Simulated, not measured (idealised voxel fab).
The following process module bears the name voxel gate over fins.
Cross-section cut: width 215 nm, square cells of 5 nm.
Throughout this document, each cross-section is represented as a grid of square cells and is presented as a sequence of bands enumerated from the top downward, where a band comprises one or more rows of cells. The entry gives the band's vertical extent as a top height and a bottom height in nm, then its horizontal make-up as materials from left to right, each with a width in nm. "air" stands for empty space; a single material marked "full width" fills the band edge to edge. The level at which height equals 0 is the one under which the wafer, as it arrives, is entirely one material. No lower edge exists for the bottom band, which continues downward and is notated as in "0 down". A width given as "30..40" starts at the first number in the band's top row and ends at the second number in its bottom row, shifting by an equal amount at every step from row to row. Reading "remained the same" for a step: not a cell of the cross-section changed in it. In the "Enclosed internal voids" entry, you get each enclosed empty space of 8 cells or more, one with no open way to the top, written width x height at distance, distance from the left edge, in nm. Where a step's line continues beyond its settings, the continuation is a remark by the simulator itself on that step. overlay nm: right-of-plan distance of the mask on a masked step; negative values mean left-of-plan. Pairs ahead. Before: cross-section ahead of one process step. After: cross-section once the step is done, shown to the lowest changed band only. Under each pair: that step, with settings. Caution: pairs may come from different runs of this module on the same starting wafer; a pair follows the pair above only where its "Cross-section, before" entry says so.
CROSS-SECTION, BEFORE
- 20 to 10 | aC full width
- 10 to 0 | SiN full width
- 0 down | Si full width
- Enclosed internal voids: none
POST-STEP SECTION VIEW
- 50 to 20 | air 50 nm; resist 15 nm; air 25 nm; resist 15 nm; air 25 nm; resist 15 nm; air 70 nm
- below 20: unchanged
- Enclosed internal voids: none
Name the step between the before and after sections above: PATTERN | tone cover | mask id FINS | material resist | width nm 15 | pitch nm 40 | thk nm 30 | overlay nm -10
Cross-section, before: For the state before this step, see the after cross-section of the pair located directly above.
POST-STEP SECTION VIEW
- 40 to 20 | air 50 nm; resist 15 nm; air 25 nm; resist 15 nm; air 25 nm; resist 15 nm; air 70 nm
- 20 to 10 | air 50 nm; aC 15 nm; air 25 nm; aC 15 nm; air 25 nm; aC 15 nm; air 70 nm
- below 10: unchanged
- Enclosed internal voids: none
Name the step between the before and after sections above: DIRECTIONAL_ETCH | etch materials aC | depth nm 10
Cross-section, before: For the state before this step, see the after cross-section of the pair located directly above.
POST-STEP SECTION VIEW
- 20 to 10 | air 50 nm; aC 15 nm; air 25 nm; aC 15 nm; air 25 nm; aC 15 nm; air 70 nm
- below 10: unchanged
- Enclosed internal voids: none
Name the step between the before and after sections above: STRIP | etch materials resist
Cross-section, before: For the state before this step, see the after cross-section of the pair located directly above.
POST-STEP SECTION VIEW
- 20 to 10 | air 50 nm; aC 15 nm; air 25 nm; aC 15 nm; air 25 nm; aC 15 nm; air 70 nm
- 10 to 0 | air 50 nm; SiN 15 nm; air 25 nm; SiN 15 nm; air 25 nm; SiN 15 nm; air 70 nm
- below 0: unchanged
- Enclosed internal voids: none
Name the step between the before and after sections above: DIRECTIONAL_ETCH | etch materials SiN | depth nm 10
Cross-section, before: For the state before this step, see the after cross-section of the pair located directly above.
POST-STEP SECTION VIEW
- 20 to 10 | air 50 nm; aC 15 nm; air 25 nm; aC 15 nm; air 25 nm; aC 15 nm; air 70 nm
- 10 to 0 | air 50 nm; SiN 15 nm; air 25 nm; SiN 15 nm; air 25 nm; SiN 15 nm; air 70 nm
- 0 to -30 | air 50 nm; Si 15 nm; air 25 nm; Si 15 nm; air 25 nm; Si 15 nm; air 70 nm
- below -30: unchanged
- Enclosed internal voids: none
Name the step between the before and after sections above: DIRECTIONAL_ETCH | etch materials Si | depth nm 30
Cross-section, before: For the state before this step, see the after cross-section of the pair located directly above.
POST-STEP SECTION VIEW
- 10 to 0 | air 50 nm; SiN 15 nm; air 25 nm; SiN 15 nm; air 25 nm; SiN 15 nm; air 70 nm
- below 0: unchanged
- Enclosed internal voids: none
Name the step between the before and after sections above: STRIP | etch materials aC
Cross-section, before: For the state before this step, see the after cross-section of the pair located directly above.
POST-STEP SECTION VIEW
- 10 to 0 | air 50 nm; SiN 15 nm; air 25 nm; SiN 15 nm; air 25 nm; SiN 15 nm; air 70 nm
- 0 to -30 | air 50 nm; SiO2 5 nm; Si 5 nm; SiO2 5 nm; air 25 nm; SiO2 5 nm; Si 5 nm; SiO2 5 nm; air 25 nm; SiO2 5 nm; Si 5 nm; SiO2 5 nm; air 70 nm
- -30 to -35 | SiO2 55 nm; Si 5 nm; SiO2 35 nm; Si 5 nm; SiO2 35 nm; Si 5 nm; SiO2 75 nm
- below -35: unchanged
- Enclosed internal voids: none
Name the step between the before and after sections above: OXIDIZE | depth nm 5
Cross-section, before: For the state before this step, see the after cross-section of the pair located directly above.
POST-STEP SECTION VIEW
- 15 to 10 | SiO2 full width
- 10 to 0 | SiO2 50 nm; SiN 15 nm; SiO2 25 nm; SiN 15 nm; SiO2 25 nm; SiN 15 nm; SiO2 70 nm
- 0 to -35 | SiO2 55 nm; Si 5 nm; SiO2 35 nm; Si 5 nm; SiO2 35 nm; Si 5 nm; SiO2 75 nm
- below -35: unchanged
- Enclosed internal voids: none
Name the step between the before and after sections above: FILL_DEP | material SiO2 | thk nm 5
Cross-section, before: For the state before this step, see the after cross-section of the pair located directly above.
POST-STEP SECTION VIEW
- 10 to 0 | SiO2 50 nm; SiN 15 nm; SiO2 25 nm; SiN 15 nm; SiO2 25 nm; SiN 15 nm; SiO2 70 nm
- below 0: unchanged
- Enclosed internal voids: none
Name the step between the before and after sections above: CMP | height nm 10
Cross-section, before: For the state before this step, see the after cross-section of the pair located directly above.
POST-STEP SECTION VIEW
- 10 to 0 | air 50 nm; SiN 15 nm; air 25 nm; SiN 15 nm; air 25 nm; SiN 15 nm; air 70 nm
- 0 to -10 | air 55 nm; Si 5 nm; air 35 nm; Si 5 nm; air 35 nm; Si 5 nm; air 75 nm
- below -10: unchanged
- Enclosed internal voids: none
Name the step between the before and after sections above: SELECTIVE_ETCH | etch materials SiO2 | depth nm 20
Cross-section, before: For the state before this step, see the after cross-section of the pair located directly above.
POST-STEP SECTION VIEW
- 0 to -10 | air 55 nm; Si 5 nm; air 35 nm; Si 5 nm; air 35 nm; Si 5 nm; air 75 nm
- below -10: unchanged
- Enclosed internal voids: none
Name the step between the before and after sections above: STRIP | etch materials SiN
Cross-section, before: For the state before this step, see the after cross-section of the pair located directly above.
POST-STEP SECTION VIEW
- 5 to 0 | air 50 nm; HfO2 15 nm; air 25 nm; HfO2 15 nm; air 25 nm; HfO2 15 nm; air 70 nm
- 0 to -5 | air 50 nm; HfO2 5 nm; Si 5 nm; HfO2 5 nm; air 25 nm; HfO2 5 nm; Si 5 nm; HfO2 5 nm; air 25 nm; HfO2 5 nm; Si 5 nm; HfO2 5 nm; air 70 nm
- -5 to -10 | HfO2 55 nm; Si 5 nm; HfO2 35 nm; Si 5 nm; HfO2 35 nm; Si 5 nm; HfO2 75 nm
- below -10: unchanged
- Enclosed internal voids: none
Name the step between the before and after sections above: CONFORMAL_DEP | material HfO2 | thk nm 5
Cross-section, before: For the state before this step, see the after cross-section of the pair located directly above.
POST-STEP SECTION VIEW
- 10 to 5 | air 45 nm; TiN 25 nm; air 15 nm; TiN 25 nm; air 15 nm; TiN 25 nm; air 65 nm
- 5 to 0 | air 45 nm; TiN 5 nm; HfO2 15 nm; TiN 5 nm; air 15 nm; TiN 5 nm; HfO2 15 nm; TiN 5 nm; air 15 nm; TiN 5 nm; HfO2 15 nm; TiN 5 nm; air 65 nm
- 0 to -5 | TiN 50 nm; HfO2 5 nm; Si 5 nm; HfO2 5 nm; TiN 25 nm; HfO2 5 nm; Si 5 nm; HfO2 5 nm; TiN 25 nm; HfO2 5 nm; Si 5 nm; HfO2 5 nm; TiN 70 nm
- below -5: unchanged
- Enclosed internal voids: none
Name the step between the before and after sections above: CONFORMAL_DEP | material TiN | thk nm 5
Cross-section, before: For the state before this step, see the after cross-section of the pair located directly above.
POST-STEP SECTION VIEW
- 20 to 10 | W full width
- 10 to 5 | W 45 nm; TiN 25 nm; W 15 nm; TiN 25 nm; W 15 nm; TiN 25 nm; W 65 nm
- 5 to 0 | W 45 nm; TiN 5 nm; HfO2 15 nm; TiN 5 nm; W 15 nm; TiN 5 nm; HfO2 15 nm; TiN 5 nm; W 15 nm; TiN 5 nm; HfO2 15 nm; TiN 5 nm; W 65 nm
- below 0: unchanged
- Enclosed internal voids: none
Name the step between the before and after sections above: FILL_DEP | material W | thk nm 10
Cross-section, before: For the state before this step, see the after cross-section of the pair located directly above.
POST-STEP SECTION VIEW
- 15 to 10 | W full width
- below 10: unchanged
- Enclosed internal voids: none
Name the step between the before and after sections above: CMP | height nm 15
Cross-section, before: For the state before this step, see the after cross-section of the pair located directly above.
POST-STEP SECTION VIEW
- 20 to 15 | SiCN full width
- below 15: unchanged
- Enclosed internal voids: none
Name the step between the before and after sections above: CONFORMAL_DEP | material SiCN | thk nm 5
CROSS-SECTION, BEFORE
- 10 to 0 | air 60 nm; SiN 15 nm; air 25 nm; SiN 15 nm; air 25 nm; SiN 15 nm; air 60 nm
- 0 to -10 | air 65 nm; Si 5 nm; air 35 nm; Si 5 nm; air 35 nm; Si 5 nm; air 65 nm
- -10 to -35 | SiO2 65 nm; Si 5 nm; SiO2 35 nm; Si 5 nm; SiO2 35 nm; Si 5 nm; SiO2 65 nm
- -35 down | Si full width
- Enclosed internal voids: none
POST-STEP SECTION VIEW
- 10 to 0 | air 60 nm; SiN 15 nm; air 25 nm; SiN 15 nm; air 25 nm; SiN 15 nm; air 60 nm
- 0 to -35 | air 65 nm; Si 5 nm; air 35 nm; Si 5 nm; air 35 nm; Si 5 nm; air 65 nm
- below -35: unchanged
- Enclosed internal voids: none
Name the step between the before and after sections above: STRIP | etch materials SiO2
Cross-section, before: For the state before this step, see the after cross-section of the pair located directly above.
POST-STEP SECTION VIEW
- 15 to 10 | air 55 nm; HfO2 25 nm; air 15 nm; HfO2 25 nm; air 15 nm; HfO2 25 nm; air 55 nm
- 10 to 0 | air 55 nm; HfO2 5 nm; SiN 15 nm; HfO2 5 nm; air 15 nm; HfO2 5 nm; SiN 15 nm; HfO2 5 nm; air 15 nm; HfO2 5 nm; SiN 15 nm; HfO2 5 nm; air 55 nm
- 0 to -5 | air 55 nm; HfO2 10 nm; Si 5 nm; HfO2 10 nm; air 15 nm; HfO2 10 nm; Si 5 nm; HfO2 10 nm; air 15 nm; HfO2 10 nm; Si 5 nm; HfO2 10 nm; air 55 nm
- -5 to -30 | air 60 nm; HfO2 5 nm; Si 5 nm; HfO2 5 nm; air 25 nm; HfO2 5 nm; Si 5 nm; HfO2 5 nm; air 25 nm; HfO2 5 nm; Si 5 nm; HfO2 5 nm; air 60 nm
- -30 to -35 | HfO2 65 nm; Si 5 nm; HfO2 35 nm; Si 5 nm; HfO2 35 nm; Si 5 nm; HfO2 65 nm
- below -35: unchanged
- Enclosed internal voids: none
Name the step between the before and after sections above: CONFORMAL_DEP | material HfO2 | thk nm 5
Cross-section, before: For the state before this step, see the after cross-section of the pair located directly above.
POST-STEP SECTION VIEW
- 20 to 15 | air 50 nm; TiN 35 nm; air 5 nm; TiN 35 nm; air 5 nm; TiN 35 nm; air 50 nm
- 15 to 10 | air 50 nm; TiN 5 nm; HfO2 25 nm; TiN 5 nm; air 5 nm; TiN 5 nm; HfO2 25 nm; TiN 5 nm; air 5 nm; TiN 5 nm; HfO2 25 nm; TiN 5 nm; air 50 nm
- 10 to 0 | air 50 nm; TiN 5 nm; HfO2 5 nm; SiN 15 nm; HfO2 5 nm; TiN 5 nm; air 5 nm; TiN 5 nm; HfO2 5 nm; SiN 15 nm; HfO2 5 nm; TiN 5 nm; air 5 nm; TiN 5 nm; HfO2 5 nm; SiN 15 nm; HfO2 5 nm; TiN 5 nm; air 50 nm
- 0 to -10 | air 50 nm; TiN 5..10 nm; HfO2 10..5 nm; Si 5 nm; HfO2 10..5 nm; TiN 5..10 nm; air 5 nm; TiN 5..10 nm; HfO2 10..5 nm; Si 5 nm; HfO2 10..5 nm; TiN 5..10 nm; air 5 nm; TiN 5..10 nm; HfO2 10..5 nm; Si 5 nm; HfO2 10..5 nm; TiN 5..10 nm; air 50 nm
- -10 to -25 | air 55 nm; TiN 5 nm; HfO2 5 nm; Si 5 nm; HfO2 5 nm; TiN 5 nm; air 15 nm; TiN 5 nm; HfO2 5 nm; Si 5 nm; HfO2 5 nm; TiN 5 nm; air 15 nm; TiN 5 nm; HfO2 5 nm; Si 5 nm; HfO2 5 nm; TiN 5 nm; air 55 nm
- -25 to -30 | TiN 60 nm; HfO2 5 nm; Si 5 nm; HfO2 5 nm; TiN 25 nm; HfO2 5 nm; Si 5 nm; HfO2 5 nm; TiN 25 nm; HfO2 5 nm; Si 5 nm; HfO2 5 nm; TiN 60 nm
- below -30: unchanged
- Enclosed internal voids: none
Name the step between the before and after sections above: CONFORMAL_DEP | material TiN | thk nm 5
Cross-section, before: For the state before this step, see the after cross-section of the pair located directly above.
POST-STEP SECTION VIEW
- 30 to 20 | W full width
- 20 to 15 | W 50 nm; TiN 35 nm; W 5 nm; TiN 35 nm; W 5 nm; TiN 35 nm; W 50 nm
- 15 to 10 | W 50 nm; TiN 5 nm; HfO2 25 nm; TiN 5 nm; W 5 nm; TiN 5 nm; HfO2 25 nm; TiN 5 nm; W 5 nm; TiN 5 nm; HfO2 25 nm; TiN 5 nm; W 50 nm
- 10 to 0 | W 50 nm; TiN 5 nm; HfO2 5 nm; SiN 15 nm; HfO2 5 nm; TiN 5 nm; W 5 nm; TiN 5 nm; HfO2 5 nm; SiN 15 nm; HfO2 5 nm; TiN 5 nm; W 5 nm; TiN 5 nm; HfO2 5 nm; SiN 15 nm; HfO2 5 nm; TiN 5 nm; W 50 nm
- 0 to -10 | W 50 nm; TiN 5..10 nm; HfO2 10..5 nm; Si 5 nm; HfO2 10..5 nm; TiN 5..10 nm; W 5 nm; TiN 5..10 nm; HfO2 10..5 nm; Si 5 nm; HfO2 10..5 nm; TiN 5..10 nm; W 5 nm; TiN 5..10 nm; HfO2 10..5 nm; Si 5 nm; HfO2 10..5 nm; TiN 5..10 nm; W 50 nm
- -10 to -15 | W 55 nm; TiN 5 nm; HfO2 5 nm; Si 5 nm; HfO2 5 nm; TiN 5 nm; W 15 nm; TiN 5 nm; HfO2 5 nm; Si 5 nm; HfO2 5 nm; TiN 5 nm; W 15 nm; TiN 5 nm; HfO2 5 nm; Si 5 nm; HfO2 5 nm; TiN 5 nm; W 55 nm
- -15 to -20 | W 55 nm; TiN 5 nm; HfO2 5 nm; Si 5 nm; HfO2 5 nm; TiN 5 nm; W 5 nm; air 5 nm; W 5 nm; TiN 5 nm; HfO2 5 nm; Si 5 nm; HfO2 5 nm; TiN 5 nm; W 5 nm; air 5 nm; W 5 nm; TiN 5 nm; HfO2 5 nm; Si 5 nm; HfO2 5 nm; TiN 5 nm; W 55 nm
- -20 to -25 | W 55 nm; TiN 5 nm; HfO2 5 nm; Si 5 nm; HfO2 5 nm; TiN 5 nm; W 15 nm; TiN 5 nm; HfO2 5 nm; Si 5 nm; HfO2 5 nm; TiN 5 nm; W 15 nm; TiN 5 nm; HfO2 5 nm; Si 5 nm; HfO2 5 nm; TiN 5 nm; W 55 nm
- below -25: unchanged
- Enclosed internal voids: none
Name the step between the before and after sections above: FILL_DEP | material W | thk nm 10
Cross-section, before: For the state before this step, see the after cross-section of the pair located directly above.
POST-STEP SECTION VIEW
- 15 to 10 | W 50 nm; TiN 5 nm; HfO2 25 nm; TiN 5 nm; W 5 nm; TiN 5 nm; HfO2 25 nm; TiN 5 nm; W 5 nm; TiN 5 nm; HfO2 25 nm; TiN 5 nm; W 50 nm
- below 10: unchanged
- Enclosed internal voids: none
Name the step between the before and after sections above: CMP | height nm 15
Cross-section, before: For the state before this step, see the after cross-section of the pair located directly above.
POST-STEP SECTION VIEW
- 20 to 15 | SiCN full width
- below 15: unchanged
- Enclosed internal voids: none
Name the step between the before and after sections above: CONFORMAL_DEP | material SiCN | thk nm 5
CROSS-SECTION, BEFORE
- 20 to 10 | aC full width
- 10 to 0 | SiN full width
- 0 down | Si full width
- Enclosed internal voids: none
POST-STEP SECTION VIEW
- 50 to 20 | resist 60 nm; air 15 nm; resist 25 nm; air 15 nm; resist 25 nm; air 15 nm; resist 60 nm
- below 20: unchanged
- Enclosed internal voids: none
Name the step between the before and after sections above: PATTERN | tone open | mask id FINS | material resist | width nm 15 | pitch nm 40 | thk nm 30 | overlay nm 0
Cross-section, before: For the state before this step, see the after cross-section of the pair located directly above.
POST-STEP SECTION VIEW
- 40 to 20 | resist 60 nm; air 15 nm; resist 25 nm; air 15 nm; resist 25 nm; air 15 nm; resist 60 nm
- 20 to 10 | aC 60 nm; air 15 nm; aC 25 nm; air 15 nm; aC 25 nm; air 15 nm; aC 60 nm
- below 10: unchanged
- Enclosed internal voids: none
Name the step between the before and after sections above: DIRECTIONAL_ETCH | etch materials aC | depth nm 10
Cross-section, before: For the state before this step, see the after cross-section of the pair located directly above.
POST-STEP SECTION VIEW
- 20 to 10 | aC 60 nm; air 15 nm; aC 25 nm; air 15 nm; aC 25 nm; air 15 nm; aC 60 nm
- below 10: unchanged
- Enclosed internal voids: none
Name the step between the before and after sections above: STRIP | etch materials resist
Cross-section, before: For the state before this step, see the after cross-section of the pair located directly above.
POST-STEP SECTION VIEW
- 20 to 10 | aC 60 nm; air 15 nm; aC 25 nm; air 15 nm; aC 25 nm; air 15 nm; aC 60 nm
- 10 to 0 | SiN 60 nm; air 15 nm; SiN 25 nm; air 15 nm; SiN 25 nm; air 15 nm; SiN 60 nm
- below 0: unchanged
- Enclosed internal voids: none
Name the step between the before and after sections above: DIRECTIONAL_ETCH | etch materials SiN | depth nm 10
Cross-section, before: For the state before this step, see the after cross-section of the pair located directly above.
POST-STEP SECTION VIEW
- 20 to 10 | aC 60 nm; air 15 nm; aC 25 nm; air 15 nm; aC 25 nm; air 15 nm; aC 60 nm
- 10 to 0 | SiN 60 nm; air 15 nm; SiN 25 nm; air 15 nm; SiN 25 nm; air 15 nm; SiN 60 nm
- 0 to -30 | Si 60 nm; air 15 nm; Si 25 nm; air 15 nm; Si 25 nm; air 15 nm; Si 60 nm
- below -30: unchanged
- Enclosed internal voids: none
Name the step between the before and after sections above: DIRECTIONAL_ETCH | etch materials Si | depth nm 30
Cross-section, before: For the state before this step, see the after cross-section of the pair located directly above.
POST-STEP SECTION VIEW
- 10 to 0 | SiN 60 nm; air 15 nm; SiN 25 nm; air 15 nm; SiN 25 nm; air 15 nm; SiN 60 nm
- below 0: unchanged
- Enclosed internal voids: none
Name the step between the before and after sections above: STRIP | etch materials aC
Cross-section, before: For the state before this step, see the after cross-section of the pair located directly above.
POST-STEP SECTION VIEW
- 10 to 0 | SiN 60 nm; air 15 nm; SiN 25 nm; air 15 nm; SiN 25 nm; air 15 nm; SiN 60 nm
- 0 to -30 | Si 55 nm; SiO2 5 nm; air 15 nm; SiO2 5 nm; Si 15 nm; SiO2 5 nm; air 15 nm; SiO2 5 nm; Si 15 nm; SiO2 5 nm; air 15 nm; SiO2 5 nm; Si 55 nm
- -30 to -35 | Si 55 nm; SiO2 25 nm; Si 15 nm; SiO2 25 nm; Si 15 nm; SiO2 25 nm; Si 55 nm
- below -35: unchanged
- Enclosed internal voids: none
Name the step between the before and after sections above: OXIDIZE | depth nm 5
Cross-section, before: For the state before this step, see the after cross-section of the pair located directly above.
POST-STEP SECTION VIEW
- 15 to 10 | SiO2 full width
- 10 to 0 | SiN 60 nm; SiO2 15 nm; SiN 25 nm; SiO2 15 nm; SiN 25 nm; SiO2 15 nm; SiN 60 nm
- 0 to -35 | Si 55 nm; SiO2 25 nm; Si 15 nm; SiO2 25 nm; Si 15 nm; SiO2 25 nm; Si 55 nm
- below -35: unchanged
- Enclosed internal voids: none
Name the step between the before and after sections above: FILL_DEP | material SiO2 | thk nm 5
Cross-section, before: For the state before this step, see the after cross-section of the pair located directly above.
POST-STEP SECTION VIEW
- 10 to 0 | SiN 60 nm; SiO2 15 nm; SiN 25 nm; SiO2 15 nm; SiN 25 nm; SiO2 15 nm; SiN 60 nm
- below 0: unchanged
- Enclosed internal voids: none
Name the step between the before and after sections above: CMP | height nm 10
Cross-section, before: For the state before this step, see the after cross-section of the pair located directly above.
POST-STEP SECTION VIEW
- 10 to 0 | SiN 60 nm; air 15 nm; SiN 25 nm; air 15 nm; SiN 25 nm; air 15 nm; SiN 60 nm
- 0 to -10 | Si 55 nm; air 25 nm; Si 15 nm; air 25 nm; Si 15 nm; air 25 nm; Si 55 nm
- below -10: unchanged
- Enclosed internal voids: none
Name the step between the before and after sections above: SELECTIVE_ETCH | etch materials SiO2 | depth nm 20
Cross-section, before: For the state before this step, see the after cross-section of the pair located directly above.
POST-STEP SECTION VIEW
- 0 to -10 | Si 55 nm; air 25 nm; Si 15 nm; air 25 nm; Si 15 nm; air 25 nm; Si 55 nm
- below -10: unchanged
- Enclosed internal voids: none
Name the step between the before and after sections above: STRIP | etch materials SiN
Cross-section, before: For the state before this step, see the after cross-section of the pair located directly above.
POST-STEP SECTION VIEW
- 5 to 0 | HfO2 60 nm; air 15 nm; HfO2 25 nm; air 15 nm; HfO2 25 nm; air 15 nm; HfO2 60 nm
- 0 to -5 | Si 55 nm; HfO2 5 nm; air 15 nm; HfO2 5 nm; Si 15 nm; HfO2 5 nm; air 15 nm; HfO2 5 nm; Si 15 nm; HfO2 5 nm; air 15 nm; HfO2 5 nm; Si 55 nm
- -5 to -10 | Si 55 nm; HfO2 25 nm; Si 15 nm; HfO2 25 nm; Si 15 nm; HfO2 25 nm; Si 55 nm
- below -10: unchanged
- Enclosed internal voids: none
Name the step between the before and after sections above: CONFORMAL_DEP | material HfO2 | thk nm 5
Cross-section, before: For the state before this step, see the after cross-section of the pair located directly above.
POST-STEP SECTION VIEW
- 10 to 5 | TiN 65 nm; air 5 nm; TiN 35 nm; air 5 nm; TiN 35 nm; air 5 nm; TiN 65 nm
- 5 to 0 | HfO2 60 nm; TiN 5 nm; air 5 nm; TiN 5 nm; HfO2 25 nm; TiN 5 nm; air 5 nm; TiN 5 nm; HfO2 25 nm; TiN 5 nm; air 5 nm; TiN 5 nm; HfO2 60 nm
- 0 to -5 | Si 55 nm; HfO2 5 nm; TiN 15 nm; HfO2 5 nm; Si 15 nm; HfO2 5 nm; TiN 15 nm; HfO2 5 nm; Si 15 nm; HfO2 5 nm; TiN 15 nm; HfO2 5 nm; Si 55 nm
- below -5: unchanged
- Enclosed internal voids: none
Name the step between the before and after sections above: CONFORMAL_DEP | material TiN | thk nm 5
Cross-section, before: For the state before this step, see the after cross-section of the pair located directly above.
POST-STEP SECTION VIEW
- 20 to 10 | W full width
- 10 to 5 | TiN 65 nm; W 5 nm; TiN 35 nm; W 5 nm; TiN 35 nm; W 5 nm; TiN 65 nm
- 5 to 0 | HfO2 60 nm; TiN 5 nm; W 5 nm; TiN 5 nm; HfO2 25 nm; TiN 5 nm; W 5 nm; TiN 5 nm; HfO2 25 nm; TiN 5 nm; W 5 nm; TiN 5 nm; HfO2 60 nm
- below 0: unchanged
- Enclosed internal voids: none
Name the step between the before and after sections above: FILL_DEP | material W | thk nm 10
Cross-section, before: For the state before this step, see the after cross-section of the pair located directly above.
POST-STEP SECTION VIEW
- 15 to 10 | W full width
- below 10: unchanged
- Enclosed internal voids: none
Name the step between the before and after sections above: CMP | height nm 15
Cross-section, before: For the state before this step, see the after cross-section of the pair located directly above.
POST-STEP SECTION VIEW
- 20 to 15 | SiCN full width
- below 15: unchanged
- Enclosed internal voids: none
Name the step between the before and after sections above: CONFORMAL_DEP | material SiCN | thk nm 5
